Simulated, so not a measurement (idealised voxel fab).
The process module that follows is named voxel gate over fins.
Shown is cross-section cut, with a width of 140 nm and square cells of size 5 nm.
Cross-section spec: square-cell grid; bands listed top down; each band is one or more rows. Heads up on the band format: heights come first, top then bottom, in nm. After that it's the materials left to right, each with its width in nm. A single material flagged "everywhere" fills the whole band edge to edge, and "blank" means there's empty space there. Convention: height 0 is the level below which the wafer, as received, is all one material. The lowest band does not terminate at the bottom but continues downward, represented as "top 0, no bottom". Width "30 to 40": first value at the band's top row of cells, second value at its bottom row, equal change from row to row. Take "stayed the same" at face value: in the step it is given for, the cross-section changed in none of its cells. Entry "Closed internal cavities" = empty spaces >= 8 cells with no open way to the top; each as width x height at distance, distance from left edge, all nm. Heads up: the bit after the settings on a step's line is the simulator's remark on that step. overlay nm: where the mask lay relative to plan, measured to the right, on steps with a mask; negatives go left. Pairs, read this way: before one process step on the one hand, after it on the other, the after cross-section ending at the lowest band that changed; the step between, settings included, beneath. Same starting wafer throughout, but possibly different runs of this module, so no pair continues from the pair above unless its entry headed "Geometry before processing" says so.
# Geometry before processing
> top 0, no bottom | Si everywhere
> Closed internal cavities: none
# After the Step
> top 5, bottom 0 | SiN everywhere
> Beneath the level 0, the cross-section is identical to its previous state.
> Closed internal cavities: none
Step taken after the before cross-section and before the after cross-section above: CONFORMAL_DEP,material SiN,thk nm 5
Geometry before processing: cross-section not repeated; it is the one shown after the step in the pair just above.
# After the Step
> top 20, bottom 5 | aC everywhere
> Beneath the level 5, the cross-section is identical to its previous state.
> Closed internal cavities: none
Step taken after the before cross-section and before the after cross-section above: DIRECTIONAL_DEP,material aC,thk nm 15
Geometry before processing: cross-section not repeated; it is the one shown after the step in the pair just above.
# After the Step
> top 50, bottom 20 | 40 of blank | 15 of resist | 30 of blank | 15 of resist | 40 of blank
> Beneath the level 20, the cross-section is identical to its previous state.
> Closed internal cavities: none
Step taken after the before cross-section and before the after cross-section above: PATTERN,tone cover,mask id FINS,material resist,width nm 15,pitch nm 45,thk nm 30,overlay nm 0
Geometry before processing: cross-section not repeated; it is the one shown after the step in the pair just above.
# After the Step
> top 35, bottom 20 | 40 of blank | 15 of resist | 30 of blank | 15 of resist | 40 of blank
> top 20, bottom 5 | 40 of blank | 15 of aC | 30 of blank | 15 of aC | 40 of blank
> Beneath the level 5, the cross-section is identical to its previous state.
> Closed internal cavities: none
Step taken after the before cross-section and before the after cross-section above: DIRECTIONAL_ETCH,etch materials aC,depth nm 15
Geometry before processing: cross-section not repeated; it is the one shown after the step in the pair just above.
# After the Step
> top 20, bottom 5 | 40 of blank | 15 of aC | 30 of blank | 15 of aC | 40 of blank
> Beneath the level 5, the cross-section is identical to its previous state.
> Closed internal cavities: none
Step taken after the before cross-section and before the after cross-section above: STRIP,etch materials resist
Geometry before processing: cross-section not repeated; it is the one shown after the step in the pair just above.
# After the Step
> top 20, bottom 5 | 40 of blank | 15 of aC | 30 of blank | 15 of aC | 40 of blank
> top 5, bottom 0 | 40 of blank | 15 of SiN | 30 of blank | 15 of SiN | 40 of blank
> Beneath the level 0, the cross-section is identical to its previous state.
> Closed internal cavities: none
Step taken after the before cross-section and before the after cross-section above: DIRECTIONAL_ETCH,etch materials SiN,depth nm 5
Geometry before processing: cross-section not repeated; it is the one shown after the step in the pair just above.
# After the Step
> top 20, bottom 5 | 40 of blank | 15 of aC | 30 of blank | 15 of aC | 40 of blank
> top 5, bottom 0 | 40 of blank | 15 of SiN | 30 of blank | 15 of SiN | 40 of blank
> top 0, bottom -40 | 40 of blank | 15 of Si | 30 of blank | 15 of Si | 40 of blank
> Beneath the level -40, the cross-section is identical to its previous state.
> Closed internal cavities: none
Step taken after the before cross-section and before the after cross-section above: DIRECTIONAL_ETCH,etch materials Si,depth nm 40
Geometry before processing: cross-section not repeated; it is the one shown after the step in the pair just above.
# After the Step
> top 5, bottom 0 | 40 of blank | 15 of SiN | 30 of blank | 15 of SiN | 40 of blank
> Beneath the level 0, the cross-section is identical to its previous state.
> Closed internal cavities: none
Step taken after the before cross-section and before the after cross-section above: STRIP,etch materials aC
Geometry before processing: cross-section not repeated; it is the one shown after the step in the pair just above.
# After the Step
> top 20, bottom 5 | SiO2 everywhere
> top 5, bottom 0 | 40 of SiO2 | 15 of SiN | 30 of SiO2 | 15 of SiN | 40 of SiO2
> top 0, bottom -40 | 40 of SiO2 | 15 of Si | 30 of SiO2 | 15 of Si | 40 of SiO2
> Beneath the level -40, the cross-section is identical to its previous state.
> Closed internal cavities: none
Step taken after the before cross-section and before the after cross-section above: FILL_DEP,material SiO2,thk nm 15
Geometry before processing: cross-section not repeated; it is the one shown after the step in the pair just above.
# After the Step
> top 5, bottom 0 | 40 of SiO2 | 15 of SiN | 30 of SiO2 | 15 of SiN | 40 of SiO2
> Beneath the level 0, the cross-section is identical to its previous state.
> Closed internal cavities: none
Step taken after the before cross-section and before the after cross-section above: CMP,height nm 5
Geometry before processing: cross-section not repeated; it is the one shown after the step in the pair just above.
# After the Step
> top 5, bottom 0 | 40 of blank | 15 of SiN | 30 of blank | 15 of SiN | 40 of blank
> top 0, bottom -15 | 40 of blank | 15 of Si | 30 of blank | 15 of Si | 40 of blank
> Beneath the level -15, the cross-section is identical to its previous state.
> Closed internal cavities: none
Step taken after the before cross-section and before the after cross-section above: SELECTIVE_ETCH,etch materials SiO2,depth nm 20
Geometry before processing: cross-section not repeated; it is the one shown after the step in the pair just above.
# After the Step
> top 0, bottom -15 | 40 of blank | 15 of Si | 30 of blank | 15 of Si | 40 of blank
> Beneath the level -15, the cross-section is identical to its previous state.
> Closed internal cavities: none
Step taken after the before cross-section and before the after cross-section above: STRIP,etch materials SiN
Geometry before processing: cross-section not repeated; it is the one shown after the step in the pair just above.
# After the Step
> top 5, bottom 0 | 35 of blank | 25 of HfO2 | 20 of blank | 25 of HfO2 | 35 of blank
> top 0, bottom -10 | 35 of blank | 5 of HfO2 | 15 of Si | 5 of HfO2 | 20 of blank | 5 of HfO2 | 15 of Si | 5 of HfO2 | 35 of blank
> top -10, bottom -15 | 40 of HfO2 | 15 of Si | 30 of HfO2 | 15 of Si | 40 of HfO2
> Beneath the level -15, the cross-section is identical to its previous state.
> Closed internal cavities: none
Step taken after the before cross-section and before the after cross-section above: CONFORMAL_DEP,material HfO2,thk nm 5
Geometry before processing: cross-section not repeated; it is the one shown after the step in the pair just above.
# After the Step
> top 10, bottom 5 | 30 of blank | 35 of TiN | 10 of blank | 35 of TiN | 30 of blank
> top 5, bottom 0 | 30 of blank | 5 of TiN | 25 of HfO2 | 5 of TiN | 10 of blank | 5 of TiN | 25 of HfO2 | 5 of TiN | 30 of blank
> top 0, bottom -5 | 30 of blank | 5 of TiN | 5 of HfO2 | 15 of Si | 5 of HfO2 | 5 of TiN | 10 of blank | 5 of TiN | 5 of HfO2 | 15 of Si | 5 of HfO2 | 5 of TiN | 30 of blank
> top -5, bottom -10 | 35 of TiN | 5 of HfO2 | 15 of Si | 5 of HfO2 | 20 of TiN | 5 of HfO2 | 15 of Si | 5 of HfO2 | 35 of TiN
> Beneath the level -10, the cross-section is identical to its previous state.
> Closed internal cavities: none
Step taken after the before cross-section and before the after cross-section above: CONFORMAL_DEP,material TiN,thk nm 5
Geometry before processing: cross-section not repeated; it is the one shown after the step in the pair just above.
# After the Step
> top 20, bottom 10 | W everywhere
> top 10, bottom 5 | 30 of W | 35 of TiN | 10 of W | 35 of TiN | 30 of W
> top 5, bottom 0 | 30 of W | 5 of TiN | 25 of HfO2 | 5 of TiN | 10 of W | 5 of TiN | 25 of HfO2 | 5 of TiN | 30 of W
> top 0, bottom -5 | 30 of W | 5 of TiN | 5 of HfO2 | 15 of Si | 5 of HfO2 | 5 of TiN | 10 of W | 5 of TiN | 5 of HfO2 | 15 of Si | 5 of HfO2 | 5 of TiN | 30 of W
> Beneath the level -5, the cross-section is identical to its previous state.
> Closed internal cavities: none
Step taken after the before cross-section and before the after cross-section above: FILL_DEP,material W,thk nm 10
Geometry before processing: cross-section not repeated; it is the one shown after the step in the pair just above.
# After the Step
> top 15, bottom 10 | W everywhere
> Beneath the level 10, the cross-section is identical to its previous state.
> Closed internal cavities: none
Step taken after the before cross-section and before the after cross-section above: CMP,height nm 15
Geometry before processing: cross-section not repeated; it is the one shown after the step in the pair just above.
# After the Step
> top 20, bottom 15 | SiCN everywhere
> Beneath the level 15, the cross-section is identical to its previous state.
> Closed internal cavities: none
Step taken after the before cross-section and before the after cross-section above: CONFORMAL_DEP,material SiCN,thk nm 5
# Geometry before processing
> top 0, bottom -15 | 40 of blank | 15 of Si | 30 of blank | 15 of Si | 40 of blank
> top -15, bottom -40 | 40 of SiO2 | 15 of Si | 30 of SiO2 | 15 of Si | 40 of SiO2
> top -40, no bottom | Si everywhere
> Closed internal cavities: none
# After the Step
> top 5, bottom 0 | 35 of blank | 25 of TiN | 20 of blank | 25 of TiN | 35 of blank
> top 0, bottom -10 | 35 of blank | 5 of TiN | 15 of Si | 5 of TiN | 20 of blank | 5 of TiN | 15 of Si | 5 of TiN | 35 of blank
> top -10, bottom -15 | 40 of TiN | 15 of Si | 30 of TiN | 15 of Si | 40 of TiN
> Beneath the level -15, the cross-section is identical to its previous state.
> Closed internal cavities: none
Step taken after the before cross-section and before the after cross-section above: CONFORMAL_DEP,material TiN,thk nm 5
Geometry before processing: cross-section not repeated; it is the one shown after the step in the pair just above.
# After the Step
> top 15, bottom 5 | W everywhere
> top 5, bottom 0 | 35 of W | 25 of TiN | 20 of W | 25 of TiN | 35 of W
> top 0, bottom -10 | 35 of W | 5 of TiN | 15 of Si | 5 of TiN | 20 of W | 5 of TiN | 15 of Si | 5 of TiN | 35 of W
> Beneath the level -10, the cross-section is identical to its previous state.
> Closed internal cavities: none
Step taken after the before cross-section and before the after cross-section above: FILL_DEP,material W,thk nm 10
Geometry before processing: cross-section not repeated; it is the one shown after the step in the pair just above.
# After the Step
> top 20, bottom 15 | SiCN everywhere
> Beneath the level 15, the cross-section is identical to its previous state.
> Closed internal cavities: none
Step taken after the before cross-section and before the after cross-section above: CONFORMAL_DEP,material SiCN,thk nm 5
# Geometry before processing
> top 5, bottom 0 | 40 of blank | 15 of SiN | 30 of blank | 15 of SiN | 40 of blank
> top 0, bottom -15 | 40 of blank | 15 of Si | 30 of blank | 15 of Si | 40 of blank
> top -15, bottom -40 | 40 of SiO2 | 15 of Si | 30 of SiO2 | 15 of Si | 40 of SiO2
> top -40, no bottom | Si everywhere
> Closed internal cavities: none
# After the Step
> top 5, bottom 0 | 40 of blank | 15 of SiN | 30 of blank | 15 of SiN | 40 of blank
> top 0, bottom -35 | 40 of blank | 15 of Si | 30 of blank | 15 of Si | 40 of blank
> Beneath the level -35, the cross-section is identical to its previous state.
> Closed internal cavities: none
Step taken after the before cross-section and before the after cross-section above: SELECTIVE_ETCH,etch materials SiO2,depth nm 20
Geometry before processing: cross-section not repeated; it is the one shown after the step in the pair just above.
# After the Step
> top 0, bottom -35 | 40 of blank | 15 of Si | 30 of blank | 15 of Si | 40 of blank
> Beneath the level -35, the cross-section is identical to its previous state.
> Closed internal cavities: none
Step taken after the before cross-section and before the after cross-section above: STRIP,etch materials SiN
Geometry before processing: cross-section not repeated; it is the one shown after the step in the pair just above.
# After the Step
> top 5, bottom 0 | 35 of blank | 25 of HfO2 | 20 of blank | 25 of HfO2 | 35 of blank
> top 0, bottom -30 | 35 of blank | 5 of HfO2 | 15 of Si | 5 of HfO2 | 20 of blank | 5 of HfO2 | 15 of Si | 5 of HfO2 | 35 of blank
> top -30, bottom -35 | 40 of HfO2 | 15 of Si | 30 of HfO2 | 15 of Si | 40 of HfO2
> Beneath the level -35, the cross-section is identical to its previous state.
> Closed internal cavities: none
Step taken after the before cross-section and before the after cross-section above: CONFORMAL_DEP,material HfO2,thk nm 5
Geometry before processing: cross-section not repeated; it is the one shown after the step in the pair just above.
# After the Step
> top 10, bottom 5 | 30 of blank | 35 of TiN | 10 of blank | 35 of TiN | 30 of blank
> top 5, bottom 0 | 30 of blank | 5 of TiN | 25 of HfO2 | 5 of TiN | 10 of blank | 5 of TiN | 25 of HfO2 | 5 of TiN | 30 of blank
> top 0, bottom -25 | 30 of blank | 5 of TiN | 5 of HfO2 | 15 of Si | 5 of HfO2 | 5 of TiN | 10 of blank | 5 of TiN | 5 of HfO2 | 15 of Si | 5 of HfO2 | 5 of TiN | 30 of blank
> top -25, bottom -30 | 35 of TiN | 5 of HfO2 | 15 of Si | 5 of HfO2 | 20 of TiN | 5 of HfO2 | 15 of Si | 5 of HfO2 | 35 of TiN
> Beneath the level -30, the cross-section is identical to its previous state.
> Closed internal cavities: none
Step taken after the before cross-section and before the after cross-section above: CONFORMAL_DEP,material TiN,thk nm 5
Geometry before processing: cross-section not repeated; it is the one shown after the step in the pair just above.
# After the Step
> top 20, bottom 10 | W everywhere
> top 10, bottom 5 | 30 of W | 35 of TiN | 10 of W | 35 of TiN | 30 of W
> top 5, bottom 0 | 30 of W | 5 of TiN | 25 of HfO2 | 5 of TiN | 10 of W | 5 of TiN | 25 of HfO2 | 5 of TiN | 30 of W
> top 0, bottom -25 | 30 of W | 5 of TiN | 5 of HfO2 | 15 of Si | 5 of HfO2 | 5 of TiN | 10 of W | 5 of TiN | 5 of HfO2 | 15 of Si | 5 of HfO2 | 5 of TiN | 30 of W
> Beneath the level -25, the cross-section is identical to its previous state.
> Closed internal cavities: none
Step taken after the before cross-section and before the after cross-section above: FILL_DEP,material W,thk nm 10
Geometry before processing: cross-section not repeated; it is the one shown after the step in the pair just above.
# After the Step
> top 15, bottom 10 | W everywhere
> Beneath the level 10, the cross-section is identical to its previous state.
> Closed internal cavities: none
Step taken after the before cross-section and before the after cross-section above: CMP,height nm 15
Geometry before processing: cross-section not repeated; it is the one shown after the step in the pair just above.
# After the Step
> top 20, bottom 15 | SiCN everywhere
> Beneath the level 15, the cross-section is identical to its previous state.
> Closed internal cavities: none
Step taken after the before cross-section and before the after cross-section above: CONFORMAL_DEP,material SiCN,thk nm 5
# Geometry before processing
> top 5, bottom 0 | 40 of SiO2 | 15 of SiN | 30 of SiO2 | 15 of SiN | 40 of SiO2
> top 0, bottom -40 | 40 of SiO2 | 15 of Si | 30 of SiO2 | 15 of Si | 40 of SiO2
> top -40, no bottom | Si everywhere
> Closed internal cavities: none
# After the Step
> top 5, bottom 0 | 40 of SiO2 | 15 of blank | 30 of SiO2 | 15 of blank | 40 of SiO2
> Beneath the level 0, the cross-section is identical to its previous state.
> Closed internal cavities: none
Step taken after the before cross-section and before the after cross-section above: STRIP,etch materials SiN
Geometry before processing: cross-section not repeated; it is the one shown after the step in the pair just above.
# After the Step
> top 0, bottom -15 | 40 of blank | 15 of Si | 30 of blank | 15 of Si | 40 of blank
> top -15, bottom -20 | 20 of SiO2 | 20 of blank | 15 of Si | 30 of blank | 15 of Si | 20 of blank | 20 of SiO2
> Beneath the level -20, the cross-section is identical to its previous state.
> Closed internal cavities: none
Step taken after the before cross-section and before the after cross-section above: SELECTIVE_ETCH,etch materials SiO2,depth nm 20
Geometry before processing: cross-section not repeated; it is the one shown after the step in the pair just above.
# After the Step
> top 5, bottom 0 | 35 of blank | 25 of HfO2 | 20 of blank | 25 of HfO2 | 35 of blank
> top 0, bottom -10 | 35 of blank | 5 of HfO2 | 15 of Si | 5 of HfO2 | 20 of blank | 5 of HfO2 | 15 of Si | 5 of HfO2 | 35 of blank
> top -10, bottom -15 | 25 of HfO2 | 10 of blank | 5 of HfO2 | 15 of Si | 5 of HfO2 | 20 of blank | 5 of HfO2 | 15 of Si | 5 of HfO2 | 10 of blank | 25 of HfO2
> top -15, bottom -20 | 20 of SiO2 | 20 of HfO2 | 15 of Si | 30 of HfO2 | 15 of Si | 20 of HfO2 | 20 of SiO2
> Beneath the level -20, the cross-section is identical to its previous state.
> Closed internal cavities: none
Step taken after the before cross-section and before the after cross-section above: CONFORMAL_DEP,material HfO2,thk nm 5
Geometry before processing: cross-section not repeated; it is the one shown after the step in the pair just above.
# After the Step
> top 10, bottom 5 | 30 of blank | 35 of TiN | 10 of blank | 35 of TiN | 30 of blank
> top 5, bottom 0 | 30 of blank | 5 of TiN | 25 of HfO2 | 5 of TiN | 10 of blank | 5 of TiN | 25 of HfO2 | 5 of TiN | 30 of blank
> top 0, bottom -5 | 30 of blank | 5 of TiN | 5 of HfO2 | 15 of Si | 5 of HfO2 | 5 of TiN | 10 of blank | 5 of TiN | 5 of HfO2 | 15 of Si | 5 of HfO2 | 5 of TiN | 30 of blank
> top -5, bottom -10 | 35 of TiN | 5 of HfO2 | 15 of Si | 5 of HfO2 | 5 of TiN | 10 of blank | 5 of TiN | 5 of HfO2 | 15 of Si | 5 of HfO2 | 35 of TiN
> top -10, bottom -15 | 25 of HfO2 | 10 of TiN | 5 of HfO2 | 15 of Si | 5 of HfO2 | 20 of TiN | 5 of HfO2 | 15 of Si | 5 of HfO2 | 10 of TiN | 25 of HfO2
> Beneath the level -15, the cross-section is identical to its previous state.
> Closed internal cavities: none
Step taken after the before cross-section and before the after cross-section above: CONFORMAL_DEP,material TiN,thk nm 5
Geometry before processing: cross-section not repeated; it is the one shown after the step in the pair just above.
# After the Step
> top 20, bottom 10 | W everywhere
> top 10, bottom 5 | 30 of W | 35 of TiN | 10 of W | 35 of TiN | 30 of W
> top 5, bottom 0 | 30 of W | 5 of TiN | 25 of HfO2 | 5 of TiN | 10 of W | 5 of TiN | 25 of HfO2 | 5 of TiN | 30 of W
> top 0, bottom -5 | 30 of W | 5 of TiN | 5 of HfO2 | 15 of Si | 5 of HfO2 | 5 of TiN | 10 of W | 5 of TiN | 5 of HfO2 | 15 of Si | 5 of HfO2 | 5 of TiN | 30 of W
> top -5, bottom -10 | 35 of TiN | 5 of HfO2 | 15 of Si | 5 of HfO2 | 5 of TiN | 10 of W | 5 of TiN | 5 of HfO2 | 15 of Si | 5 of HfO2 | 35 of TiN
> Beneath the level -10, the cross-section is identical to its previous state.
> Closed internal cavities: none
Step taken after the before cross-section and before the after cross-section above: FILL_DEP,material W,thk nm 10
Geometry before processing: cross-section not repeated; it is the one shown after the step in the pair just above.
# After the Step
> top 15, bottom 10 | W everywhere
> Beneath the level 10, the cross-section is identical to its previous state.
> Closed internal cavities: none
Step taken after the before cross-section and before the after cross-section above: CMP,height nm 15
Geometry before processing: cross-section not repeated; it is the one shown after the step in the pair just above.
# After the Step
> top 20, bottom 15 | SiCN everywhere
> Beneath the level 15, the cross-section is identical to its previous state.
> Closed internal cavities: none
Step taken after the before cross-section and before the after cross-section above: CONFORMAL_DEP,material SiCN,thk nm 5
# Geometry before processing
> top 20, bottom 5 | 40 of blank | 15 of aC | 30 of blank | 15 of aC | 40 of blank
> top 5, bottom 0 | 40 of blank | 15 of SiN | 30 of blank | 15 of SiN | 40 of blank
> top 0, no bottom | Si everywhere
> Closed internal cavities: none
# After the Step
> top 20, bottom 5 | 40 of blank | 15 of aC | 30 of blank | 15 of aC | 40 of blank
> top 5, bottom 0 | 40 of blank | 15 of SiN | 30 of blank | 15 of SiN | 40 of blank
> top 0, bottom -50 | 40 of blank | 15 of Si | 30 of blank | 15 of Si | 40 of blank
> Beneath the level -50, the cross-section is identical to its previous state.
> Closed internal cavities: none
Step taken after the before cross-section and before the after cross-section above: DIRECTIONAL_ETCH,etch materials Si,depth nm 50
Geometry before processing: cross-section not repeated; it is the one shown after the step in the pair just above.
# After the Step
> top 5, bottom 0 | 40 of blank | 15 of SiN | 30 of blank | 15 of SiN | 40 of blank
> Beneath the level 0, the cross-section is identical to its previous state.
> Closed internal cavities: none
Step taken after the before cross-section and before the after cross-section above: STRIP,etch materials aC
Geometry before processing: cross-section not repeated; it is the one shown after the step in the pair just above.
# After the Step
> top 20, bottom 5 | SiO2 everywhere
> top 5, bottom 0 | 40 of SiO2 | 15 of SiN | 30 of SiO2 | 15 of SiN | 40 of SiO2
> top 0, bottom -50 | 40 of SiO2 | 15 of Si | 30 of SiO2 | 15 of Si | 40 of SiO2
> Beneath the level -50, the cross-section is identical to its previous state.
> Closed internal cavities: none
Step taken after the before cross-section and before the after cross-section above: FILL_DEP,material SiO2,thk nm 15
Geometry before processing: cross-section not repeated; it is the one shown after the step in the pair just above.
# After the Step
> top 5, bottom 0 | 40 of SiO2 | 15 of SiN | 30 of SiO2 | 15 of SiN | 40 of SiO2
> Beneath the level 0, the cross-section is identical to its previous state.
> Closed internal cavities: none
Step taken after the before cross-section and before the after cross-section above: CMP,height nm 5
Geometry before processing: cross-section not repeated; it is the one shown after the step in the pair just above.
# After the Step
> top 5, bottom 0 | 40 of blank | 15 of SiN | 30 of blank | 15 of SiN | 40 of blank
> top 0, bottom -15 | 40 of blank | 15 of Si | 30 of blank | 15 of Si | 40 of blank
> Beneath the level -15, the cross-section is identical to its previous state.
> Closed internal cavities: none
Step taken after the before cross-section and before the after cross-section above: SELECTIVE_ETCH,etch materials SiO2,depth nm 20
Geometry before processing: cross-section not repeated; it is the one shown after the step in the pair just above.
# After the Step
> top 0, bottom -15 | 40 of blank | 15 of Si | 30 of blank | 15 of Si | 40 of blank
> Beneath the level -15, the cross-section is identical to its previous state.
> Closed internal cavities: none
Step taken after the before cross-section and before the after cross-section above: STRIP,etch materials SiN
Geometry before processing: cross-section not repeated; it is the one shown after the step in the pair just above.
# After the Step
> top 5, bottom 0 | 35 of blank | 25 of HfO2 | 20 of blank | 25 of HfO2 | 35 of blank
> top 0, bottom -10 | 35 of blank | 5 of HfO2 | 15 of Si | 5 of HfO2 | 20 of blank | 5 of HfO2 | 15 of Si | 5 of HfO2 | 35 of blank
> top -10, bottom -15 | 40 of HfO2 | 15 of Si | 30 of HfO2 | 15 of Si | 40 of HfO2
> Beneath the level -15, the cross-section is identical to its previous state.
> Closed internal cavities: none
Step taken after the before cross-section and before the after cross-section above: CONFORMAL_DEP,material HfO2,thk nm 5
Geometry before processing: cross-section not repeated; it is the one shown after the step in the pair just above.
# After the Step
> top 10, bottom 5 | 30 of blank | 35 of TiN | 10 of blank | 35 of TiN | 30 of blank
> top 5, bottom 0 | 30 of blank | 5 of TiN | 25 of HfO2 | 5 of TiN | 10 of blank | 5 of TiN | 25 of HfO2 | 5 of TiN | 30 of blank
> top 0, bottom -5 | 30 of blank | 5 of TiN | 5 of HfO2 | 15 of Si | 5 of HfO2 | 5 of TiN | 10 of blank | 5 of TiN | 5 of HfO2 | 15 of Si | 5 of HfO2 | 5 of TiN | 30 of blank
> top -5, bottom -10 | 35 of TiN | 5 of HfO2 | 15 of Si | 5 of HfO2 | 20 of TiN | 5 of HfO2 | 15 of Si | 5 of HfO2 | 35 of TiN
> Beneath the level -10, the cross-section is identical to its previous state.
> Closed internal cavities: none
Step taken after the before cross-section and before the after cross-section above: CONFORMAL_DEP,material TiN,thk nm 5
Geometry before processing: cross-section not repeated; it is the one shown after the step in the pair just above.
# After the Step
> top 20, bottom 10 | W everywhere
> top 10, bottom 5 | 30 of W | 35 of TiN | 10 of W | 35 of TiN | 30 of W
> top 5, bottom 0 | 30 of W | 5 of TiN | 25 of HfO2 | 5 of TiN | 10 of W | 5 of TiN | 25 of HfO2 | 5 of TiN | 30 of W
> top 0, bottom -5 | 30 of W | 5 of TiN | 5 of HfO2 | 15 of Si | 5 of HfO2 | 5 of TiN | 10 of W | 5 of TiN | 5 of HfO2 | 15 of Si | 5 of HfO2 | 5 of TiN | 30 of W
> Beneath the level -5, the cross-section is identical to its previous state.
> Closed internal cavities: none
Step taken after the before cross-section and before the after cross-section above: FILL_DEP,material W,thk nm 10
Geometry before processing: cross-section not repeated; it is the one shown after the step in the pair just above.
# After the Step
> top 15, bottom 10 | W everywhere
> Beneath the level 10, the cross-section is identical to its previous state.
> Closed internal cavities: none
Step taken after the before cross-section and before the after cross-section above: CMP,height nm 15
Geometry before processing: cross-section not repeated; it is the one shown after the step in the pair just above.
# After the Step
> top 20, bottom 15 | SiCN everywhere
> Beneath the level 15, the cross-section is identical to its previous state.
> Closed internal cavities: none
Step taken after the before cross-section and before the after cross-section above: CONFORMAL_DEP,material SiCN,thk nm 5
# Geometry before processing
> top 20, bottom 5 | aC everywhere
> top 5, bottom 0 | SiN everywhere
> top 0, no bottom | Si everywhere
> Closed internal cavities: none
# After the Step
> top 50, bottom 20 | 40 of blank | 20 of resist | 25 of blank | 20 of resist | 35 of blank
> Beneath the level 20, the cross-section is identical to its previous state.
> Closed internal cavities: none
Step taken after the before cross-section and before the after cross-section above: PATTERN,tone cover,mask id FINS,material resist,width nm 20,pitch nm 45,thk nm 30,overlay nm 0
Geometry before processing: cross-section not repeated; it is the one shown after the step in the pair just above.
# After the Step
> top 35, bottom 20 | 40 of blank | 20 of resist | 25 of blank | 20 of resist | 35 of blank
> top 20, bottom 5 | 40 of blank | 20 of aC | 25 of blank | 20 of aC | 35 of blank
> Beneath the level 5, the cross-section is identical to its previous state.
> Closed internal cavities: none
Step taken after the before cross-section and before the after cross-section above: DIRECTIONAL_ETCH,etch materials aC,depth nm 15
Geometry before processing: cross-section not repeated; it is the one shown after the step in the pair just above.
# After the Step
> top 20, bottom 5 | 40 of blank | 20 of aC | 25 of blank | 20 of aC | 35 of blank
> Beneath the level 5, the cross-section is identical to its previous state.
> Closed internal cavities: none
Step taken after the before cross-section and before the after cross-section above: STRIP,etch materials resist
Geometry before processing: cross-section not repeated; it is the one shown after the step in the pair just above.
# After the Step
> top 20, bottom 5 | 40 of blank | 20 of aC | 25 of blank | 20 of aC | 35 of blank
> top 5, bottom 0 | 40 of blank | 20 of SiN | 25 of blank | 20 of SiN | 35 of blank
> Beneath the level 0, the cross-section is identical to its previous state.
> Closed internal cavities: none
Step taken after the before cross-section and before the after cross-section above: DIRECTIONAL_ETCH,etch materials SiN,depth nm 5
Geometry before processing: cross-section not repeated; it is the one shown after the step in the pair just above.
# After the Step
> top 20, bottom 5 | 40 of blank | 20 of aC | 25 of blank | 20 of aC | 35 of blank
> top 5, bottom 0 | 40 of blank | 20 of SiN | 25 of blank | 20 of SiN | 35 of blank
> top 0, bottom -40 | 40 of blank | 20 of Si | 25 of blank | 20 of Si | 35 of blank
> Beneath the level -40, the cross-section is identical to its previous state.
> Closed internal cavities: none
Step taken after the before cross-section and before the after cross-section above: DIRECTIONAL_ETCH,etch materials Si,depth nm 40
Geometry before processing: cross-section not repeated; it is the one shown after the step in the pair just above.
# After the Step
> top 5, bottom 0 | 40 of blank | 20 of SiN | 25 of blank | 20 of SiN | 35 of blank
> Beneath the level 0, the cross-section is identical to its previous state.
> Closed internal cavities: none
Step taken after the before cross-section and before the after cross-section above: STRIP,etch materials aC
Geometry before processing: cross-section not repeated; it is the one shown after the step in the pair just above.
# After the Step
> top 20, bottom 5 | SiO2 everywhere
> top 5, bottom 0 | 40 of SiO2 | 20 of SiN | 25 of SiO2 | 20 of SiN | 35 of SiO2
> top 0, bottom -40 | 40 of SiO2 | 20 of Si | 25 of SiO2 | 20 of Si | 35 of SiO2
> Beneath the level -40, the cross-section is identical to its previous state.
> Closed internal cavities: none
Step taken after the before cross-section and before the after cross-section above: FILL_DEP,material SiO2,thk nm 15
Geometry before processing: cross-section not repeated; it is the one shown after the step in the pair just above.
# After the Step
> top 5, bottom 0 | 40 of SiO2 | 20 of SiN | 25 of SiO2 | 20 of SiN | 35 of SiO2
> Beneath the level 0, the cross-section is identical to its previous state.
> Closed internal cavities: none
Step taken after the before cross-section and before the after cross-section above: CMP,height nm 5
Geometry before processing: cross-section not repeated; it is the one shown after the step in the pair just above.
# After the Step
> top 5, bottom 0 | 40 of blank | 20 of SiN | 25 of blank | 20 of SiN | 35 of blank
> top 0, bottom -15 | 40 of blank | 20 of Si | 25 of blank | 20 of Si | 35 of blank
> Beneath the level -15, the cross-section is identical to its previous state.
> Closed internal cavities: none
Step taken after the before cross-section and before the after cross-section above: SELECTIVE_ETCH,etch materials SiO2,depth nm 20
Geometry before processing: cross-section not repeated; it is the one shown after the step in the pair just above.
# After the Step
> top 0, bottom -15 | 40 of blank | 20 of Si | 25 of blank | 20 of Si | 35 of blank
> Beneath the level -15, the cross-section is identical to its previous state.
> Closed internal cavities: none
Step taken after the before cross-section and before the after cross-section above: STRIP,etch materials SiN
Geometry before processing: cross-section not repeated; it is the one shown after the step in the pair just above.
# After the Step
> top 5, bottom 0 | 35 of blank | 30 of HfO2 | 15 of blank | 30 of HfO2 | 30 of blank
> top 0, bottom -10 | 35 of blank | 5 of HfO2 | 20 of Si | 5 of HfO2 | 15 of blank | 5 of HfO2 | 20 of Si | 5 of HfO2 | 30 of blank
> top -10, bottom -15 | 40 of HfO2 | 20 of Si | 25 of HfO2 | 20 of Si | 35 of HfO2
> Beneath the level -15, the cross-section is identical to its previous state.
> Closed internal cavities: none
Step taken after the before cross-section and before the after cross-section above: CONFORMAL_DEP,material HfO2,thk nm 5
Geometry before processing: cross-section not repeated; it is the one shown after the step in the pair just above.
# After the Step
> top 10, bottom 5 | 30 of blank | 40 of TiN | 5 of blank | 40 of TiN | 25 of blank
> top 5, bottom 0 | 30 of blank | 5 of TiN | 30 of HfO2 | 5 of TiN | 5 of blank | 5 of TiN | 30 of HfO2 | 5 of TiN | 25 of blank
> top 0, bottom -5 | 30 of blank | 5 of TiN | 5 of HfO2 | 20 of Si | 5 of HfO2 | 5 of TiN | 5 of blank | 5 of TiN | 5 of HfO2 | 20 of Si | 5 of HfO2 | 5 of TiN | 25 of blank
> top -5, bottom -10 | 35 of TiN | 5 of HfO2 | 20 of Si | 5 of HfO2 | 15 of TiN | 5 of HfO2 | 20 of Si | 5 of HfO2 | 30 of TiN
> Beneath the level -10, the cross-section is identical to its previous state.
> Closed internal cavities: none
Step taken after the before cross-section and before the after cross-section above: CONFORMAL_DEP,material TiN,thk nm 5
